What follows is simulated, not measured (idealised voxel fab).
process module | voxel quadruple lines
It is cross-section cut that appears here, measuring 230 nm in width, its square cells being 5 nm in size.
If you're reading a cross-section in this doc, picture square cells in a grid; it comes to you as bands, top ones listed first down to the bottom, and a band can be one or more rows of cells.
For a band, the entry starts with two heights in nm, that of the top and then that of the bottom, and carries on with the band's materials in order from left to right, each alongside its width in nm; the word "everywhere" beside a single material means it fills the band edge to edge, and "air" means empty space.
Counting heights begins at 0, where everything beneath is, in the wafer as received, one material. The lowest band has no bottom; it goes on downwards, as "z 0 and below" shows.
The notation "30..40" denotes a width that varies across the rows of cells in the band, beginning at the first number in the top row, finishing at the second number in the bottom row, and changing by an identical amount from each row to the next.
Where a step carries "no alterations made", the cross-section came out of it unchanged, cell for cell.
Enclosed voids (no open way to top), threshold 8 cells or more, entry "Sealed void listing", notation width x height at distance, distance from left edge, nm.
What comes after the settings on a step's line is commentary from the simulator itself on that step.
overlay nm: mask offset rightward from planned place, masked step; negative means leftward offset.
THE FOLLOWING LIST GIVES THE PLANNED PROCESS STEPS
step 1: RECEIVE with material Si
step 2: CONFORMAL_DEP with material Al2O3, thk nm 5
step 3: DIRECTIONAL_DEP with material W, thk nm 10
step 4: DIRECTIONAL_DEP with material polySi, thk nm 15
step 5: DIRECTIONAL_DEP with material aC, thk nm 25
step 6: PATTERN with tone cover, mask id MANDREL, material resist, width nm 25, pitch nm 80, thk nm 35, overlay nm 0
step 7: DIRECTIONAL_ETCH with etch materials aC, depth nm 25
step 8: STRIP with etch materials resist
step 9: CONFORMAL_DEP with material SiO2, thk nm 15
step 10: DIRECTIONAL_ETCH with etch materials SiO2, depth nm 15
step 11: STRIP with etch materials aC
step 12: DIRECTIONAL_ETCH with etch materials polySi, depth nm 15
step 13: STRIP with etch materials SiO2
step 14: CONFORMAL_DEP with material SiN, thk nm 5
step 15: DIRECTIONAL_ETCH with etch materials SiN, depth nm 5
step 16: STRIP with etch materials polySi
step 17: DIRECTIONAL_ETCH with etch materials W, depth nm 10
step 18: STRIP with etch materials SiN
step 19: FILL_DEP with material lowk, thk nm 5
step 20: CMP with height nm 15
FIRST OF THE TWO WAFERS, RUN PER PLAN
WAFER AS RECEIVED: CROSS-SECTION FOLLOWING STEP 1
  z 0 and below  Si everywhere
  Sealed void listing: none
THE FOLLOWING CROSS-SECTION DEPICTS THE WAFER UPON COMPLETION OF STEP 2
  z 5 to 0  Al2O3 everywhere
  Below 0, no change.
THE FOLLOWING CROSS-SECTION DEPICTS THE WAFER UPON COMPLETION OF STEP 3
  z 15 to 5  W everywhere
  Below 5, no change.
THE FOLLOWING CROSS-SECTION DEPICTS THE WAFER UPON COMPLETION OF STEP 4
  z 30 to 15  polySi everywhere
  Below 15, no change.
THE FOLLOWING CROSS-SECTION DEPICTS THE WAFER UPON COMPLETION OF STEP 5
  z 55 to 30  aC everywhere
  Below 30, no change.
THE FOLLOWING CROSS-SECTION DEPICTS THE WAFER UPON COMPLETION OF STEP 6
  z 90 to 55  60 nm air / 25 nm resist / 55 nm air / 25 nm resist / 65 nm air
  Below 55, no change.
THE FOLLOWING CROSS-SECTION DEPICTS THE WAFER UPON COMPLETION OF STEP 7
  z 65 to 55  60 nm air / 25 nm resist / 55 nm air / 25 nm resist / 65 nm air
  z 55 to 30  60 nm air / 25 nm aC / 55 nm air / 25 nm aC / 65 nm air
  Below 30, no change.
THE FOLLOWING CROSS-SECTION DEPICTS THE WAFER UPON COMPLETION OF STEP 8
  z 55 to 30  60 nm air / 25 nm aC / 55 nm air / 25 nm aC / 65 nm air
  Below 30, no change.
THE FOLLOWING CROSS-SECTION DEPICTS THE WAFER UPON COMPLETION OF STEP 9
  z 70 to 55  45 nm air / 55 nm SiO2 / 25 nm air / 55 nm SiO2 / 50 nm air
  z 55 to 45  45 nm air / 15 nm SiO2 / 25 nm aC / 15 nm SiO2 / 25 nm air / 15 nm SiO2 / 25 nm aC / 15 nm SiO2 / 50 nm air
  z 45 to 30  60 nm SiO2 / 25 nm aC / 55 nm SiO2 / 25 nm aC / 65 nm SiO2
  Below 30, no change.
THE FOLLOWING CROSS-SECTION DEPICTS THE WAFER UPON COMPLETION OF STEP 10
  z 55 to 30  45 nm air / 15 nm SiO2 / 25 nm aC / 15 nm SiO2 / 25 nm air / 15 nm SiO2 / 25 nm aC / 15 nm SiO2 / 50 nm air
  Below 30, no change.
THE FOLLOWING CROSS-SECTION DEPICTS THE WAFER UPON COMPLETION OF STEP 11
  z 55 to 30  45 nm air / 15 nm SiO2 / 25 nm air / 15 nm SiO2 / 25 nm air / 15 nm SiO2 / 25 nm air / 15 nm SiO2 / 50 nm air
  Below 30, no change.
THE FOLLOWING CROSS-SECTION DEPICTS THE WAFER UPON COMPLETION OF STEP 12
  z 55 to 30  45 nm air / 15 nm SiO2 / 25 nm air / 15 nm SiO2 / 25 nm air / 15 nm SiO2 / 25 nm air / 15 nm SiO2 / 50 nm air
  z 30 to 15  45 nm air / 15 nm polySi / 25 nm air / 15 nm polySi / 25 nm air / 15 nm polySi / 25 nm air / 15 nm polySi / 50 nm air
  Below 15, no change.
THE FOLLOWING CROSS-SECTION DEPICTS THE WAFER UPON COMPLETION OF STEP 13
  z 30 to 15  45 nm air / 15 nm polySi / 25 nm air / 15 nm polySi / 25 nm air / 15 nm polySi / 25 nm air / 15 nm polySi / 50 nm air
  Below 15, no change.
THE FOLLOWING CROSS-SECTION DEPICTS THE WAFER UPON COMPLETION OF STEP 14
  z 35 to 30  40 nm air / 25 nm SiN / 15 nm air / 25 nm SiN / 15 nm air / 25 nm SiN / 15 nm air / 25 nm SiN / 45 nm air
  z 30 to 20  40 nm air / 5 nm SiN / 15 nm polySi / 5 nm SiN / 15 nm air / 5 nm SiN / 15 nm polySi / 5 nm SiN / 15 nm air / 5 nm SiN / 15 nm polySi / 5 nm SiN / 15 nm air / 5 nm SiN / 15 nm polySi / 5 nm SiN / 45 nm air
  z 20 to 15  45 nm SiN / 15 nm polySi / 25 nm SiN / 15 nm polySi / 25 nm SiN / 15 nm polySi / 25 nm SiN / 15 nm polySi / 50 nm SiN
  Below 15, no change.
THE FOLLOWING CROSS-SECTION DEPICTS THE WAFER UPON COMPLETION OF STEP 15
  z 30 to 15  40 nm air / 5 nm SiN / 15 nm polySi / 5 nm SiN / 15 nm air / 5 nm SiN / 15 nm polySi / 5 nm SiN / 15 nm air / 5 nm SiN / 15 nm polySi / 5 nm SiN / 15 nm air / 5 nm SiN / 15 nm polySi / 5 nm SiN / 45 nm air
  Below 15, no change.
THE FOLLOWING CROSS-SECTION DEPICTS THE WAFER UPON COMPLETION OF STEP 16
  z 30 to 15  40 nm air / 5 nm SiN / 15 nm air / 5 nm SiN / 15 nm air / 5 nm SiN / 15 nm air / 5 nm SiN / 15 nm air / 5 nm SiN / 15 nm air / 5 nm SiN / 15 nm air / 5 nm SiN / 15 nm air / 5 nm SiN / 45 nm air
  Below 15, no change.
THE FOLLOWING CROSS-SECTION DEPICTS THE WAFER UPON COMPLETION OF STEP 17
  z 30 to 15  40 nm air / 5 nm SiN / 15 nm air / 5 nm SiN / 15 nm air / 5 nm SiN / 15 nm air / 5 nm SiN / 15 nm air / 5 nm SiN / 15 nm air / 5 nm SiN / 15 nm air / 5 nm SiN / 15 nm air / 5 nm SiN / 45 nm air
  z 15 to 5  40 nm air / 5 nm W / 15 nm air / 5 nm W / 15 nm air / 5 nm W / 15 nm air / 5 nm W / 15 nm air / 5 nm W / 15 nm air / 5 nm W / 15 nm air / 5 nm W / 15 nm air / 5 nm W / 45 nm air
  Below 5, no change.
THE FOLLOWING CROSS-SECTION DEPICTS THE WAFER UPON COMPLETION OF STEP 18
  z 15 to 5  40 nm air / 5 nm W / 15 nm air / 5 nm W / 15 nm air / 5 nm W / 15 nm air / 5 nm W / 15 nm air / 5 nm W / 15 nm air / 5 nm W / 15 nm air / 5 nm W / 15 nm air / 5 nm W / 45 nm air
  Below 5, no change.
THE FOLLOWING CROSS-SECTION DEPICTS THE WAFER UPON COMPLETION OF STEP 19
  z 20 to 15  lowk everywhere
  z 15 to 5  40 nm lowk / 5 nm W / 15 nm lowk / 5 nm W / 15 nm lowk / 5 nm W / 15 nm lowk / 5 nm W / 15 nm lowk / 5 nm W / 15 nm lowk / 5 nm W / 15 nm lowk / 5 nm W / 15 nm lowk / 5 nm W / 45 nm lowk
  Below 5, no change.
THE FOLLOWING CROSS-SECTION DEPICTS THE WAFER UPON COMPLETION OF STEP 20
  z 15 to 5  40 nm lowk / 5 nm W / 15 nm lowk / 5 nm W / 15 nm lowk / 5 nm W / 15 nm lowk / 5 nm W / 15 nm lowk / 5 nm W / 15 nm lowk / 5 nm W / 15 nm lowk / 5 nm W / 15 nm lowk / 5 nm W / 45 nm lowk
  Below 5, no change.
NOTES, SECOND WAFER: START = FIRST WAFER'S, PLAN = FIRST WAFER'S, EXECUTION HAD ONE MISTAKE; HISTORY IDENTICAL TO FIRST THROUGH STEP 5
AT THE PLANNED END OF STEP 6, THE SECOND WAFER IN CROSS-SECTION
  z 90 to 55  60 nm air / 30 nm resist / 50 nm air / 30 nm resist / 60 nm air
  Below 55, no change.
AT THE PLANNED END OF STEP 7, THE SECOND WAFER IN CROSS-SECTION
  z 65 to 55  60 nm air / 30 nm resist / 50 nm air / 30 nm resist / 60 nm air
  z 55 to 30  60 nm air / 30 nm aC / 50 nm air / 30 nm aC / 60 nm air
  Below 30, no change.
AT THE PLANNED END OF STEP 8, THE SECOND WAFER IN CROSS-SECTION
  z 55 to 30  60 nm air / 30 nm aC / 50 nm air / 30 nm aC / 60 nm air
  Below 30, no change.
AT THE PLANNED END OF STEP 9, THE SECOND WAFER IN CROSS-SECTION
  z 70 to 55  45 nm air / 60 nm SiO2 / 20 nm air / 60 nm SiO2 / 45 nm air
  z 55 to 45  45 nm air / 15 nm SiO2 / 30 nm aC / 15 nm SiO2 / 20 nm air / 15 nm SiO2 / 30 nm aC / 15 nm SiO2 / 45 nm air
  z 45 to 30  60 nm SiO2 / 30 nm aC / 50 nm SiO2 / 30 nm aC / 60 nm SiO2
  Below 30, no change.
AT THE PLANNED END OF STEP 10, THE SECOND WAFER IN CROSS-SECTION
  z 55 to 30  45 nm air / 15 nm SiO2 / 30 nm aC / 15 nm SiO2 / 20 nm air / 15 nm SiO2 / 30 nm aC / 15 nm SiO2 / 45 nm air
  Below 30, no change.
AT THE PLANNED END OF STEP 11, THE SECOND WAFER IN CROSS-SECTION
  z 55 to 30  45 nm air / 15 nm SiO2 / 30 nm air / 15 nm SiO2 / 20 nm air / 15 nm SiO2 / 30 nm air / 15 nm SiO2 / 45 nm air
  Below 30, no change.
AT THE PLANNED END OF STEP 12, THE SECOND WAFER IN CROSS-SECTION
  z 55 to 30  45 nm air / 15 nm SiO2 / 30 nm air / 15 nm SiO2 / 20 nm air / 15 nm SiO2 / 30 nm air / 15 nm SiO2 / 45 nm air
  z 30 to 15  45 nm air / 15 nm polySi / 30 nm air / 15 nm polySi / 20 nm air / 15 nm polySi / 30 nm air / 15 nm polySi / 45 nm air
  Below 15, no change.
AT THE PLANNED END OF STEP 13, THE SECOND WAFER IN CROSS-SECTION
  z 30 to 15  45 nm air / 15 nm polySi / 30 nm air / 15 nm polySi / 20 nm air / 15 nm polySi / 30 nm air / 15 nm polySi / 45 nm air
  Below 15, no change.
AT THE PLANNED END OF STEP 14, THE SECOND WAFER IN CROSS-SECTION
  z 35 to 30  40 nm air / 25 nm SiN / 20 nm air / 25 nm SiN / 10 nm air / 25 nm SiN / 20 nm air / 25 nm SiN / 40 nm air
  z 30 to 20  40 nm air / 5 nm SiN / 15 nm polySi / 5 nm SiN / 20 nm air / 5 nm SiN / 15 nm polySi / 5 nm SiN / 10 nm air / 5 nm SiN / 15 nm polySi / 5 nm SiN / 20 nm air / 5 nm SiN / 15 nm polySi / 5 nm SiN / 40 nm air
  z 20 to 15  45 nm SiN / 15 nm polySi / 30 nm SiN / 15 nm polySi / 20 nm SiN / 15 nm polySi / 30 nm SiN / 15 nm polySi / 45 nm SiN
  Below 15, no change.
AT THE PLANNED END OF STEP 15, THE SECOND WAFER IN CROSS-SECTION
  z 30 to 15  40 nm air / 5 nm SiN / 15 nm polySi / 5 nm SiN / 20 nm air / 5 nm SiN / 15 nm polySi / 5 nm SiN / 10 nm air / 5 nm SiN / 15 nm polySi / 5 nm SiN / 20 nm air / 5 nm SiN / 15 nm polySi / 5 nm SiN / 40 nm air
  Below 15, no change.
AT THE PLANNED END OF STEP 16, THE SECOND WAFER IN CROSS-SECTION
  z 30 to 15  40 nm air / 5 nm SiN / 15 nm air / 5 nm SiN / 20 nm air / 5 nm SiN / 15 nm air / 5 nm SiN / 10 nm air / 5 nm SiN / 15 nm air / 5 nm SiN / 20 nm air / 5 nm SiN / 15 nm air / 5 nm SiN / 40 nm air
  Below 15, no change.
AT THE PLANNED END OF STEP 17, THE SECOND WAFER IN CROSS-SECTION
  z 30 to 15  40 nm air / 5 nm SiN / 15 nm air / 5 nm SiN / 20 nm air / 5 nm SiN / 15 nm air / 5 nm SiN / 10 nm air / 5 nm SiN / 15 nm air / 5 nm SiN / 20 nm air / 5 nm SiN / 15 nm air / 5 nm SiN / 40 nm air
  z 15 to 5  40 nm air / 5 nm W / 15 nm air / 5 nm W / 20 nm air / 5 nm W / 15 nm air / 5 nm W / 10 nm air / 5 nm W / 15 nm air / 5 nm W / 20 nm air / 5 nm W / 15 nm air / 5 nm W / 40 nm air
  Below 5, no change.
AT THE PLANNED END OF STEP 18, THE SECOND WAFER IN CROSS-SECTION
  z 15 to 5  40 nm air / 5 nm W / 15 nm air / 5 nm W / 20 nm air / 5 nm W / 15 nm air / 5 nm W / 10 nm air / 5 nm W / 15 nm air / 5 nm W / 20 nm air / 5 nm W / 15 nm air / 5 nm W / 40 nm air
  Below 5, no change.
AT THE PLANNED END OF STEP 19, THE SECOND WAFER IN CROSS-SECTION
  z 20 to 15  lowk everywhere
  z 15 to 5  40 nm lowk / 5 nm W / 15 nm lowk / 5 nm W / 20 nm lowk / 5 nm W / 15 nm lowk / 5 nm W / 10 nm lowk / 5 nm W / 15 nm lowk / 5 nm W / 20 nm lowk / 5 nm W / 15 nm lowk / 5 nm W / 40 nm lowk
  Below 5, no change.
AT THE PLANNED END OF STEP 20, THE SECOND WAFER IN CROSS-SECTION
  z 15 to 5  40 nm lowk / 5 nm W / 15 nm lowk / 5 nm W / 20 nm lowk / 5 nm W / 15 nm lowk / 5 nm W / 10 nm lowk / 5 nm W / 15 nm lowk / 5 nm W / 20 nm lowk / 5 nm W / 15 nm lowk / 5 nm W / 40 nm lowk
  Below 5, no change.
Heads up, the wafer didn't run the way we planned it: step 6 ran differently from the plan; actual operation with settings: PATTERN with tone cover, mask id MANDREL, material resist, width nm 30, pitch nm 80, thk nm 35, overlay nm 0
If you tally the cells, the second wafer ends up with the same amount of every material as the first; it's all just sitting in different places.
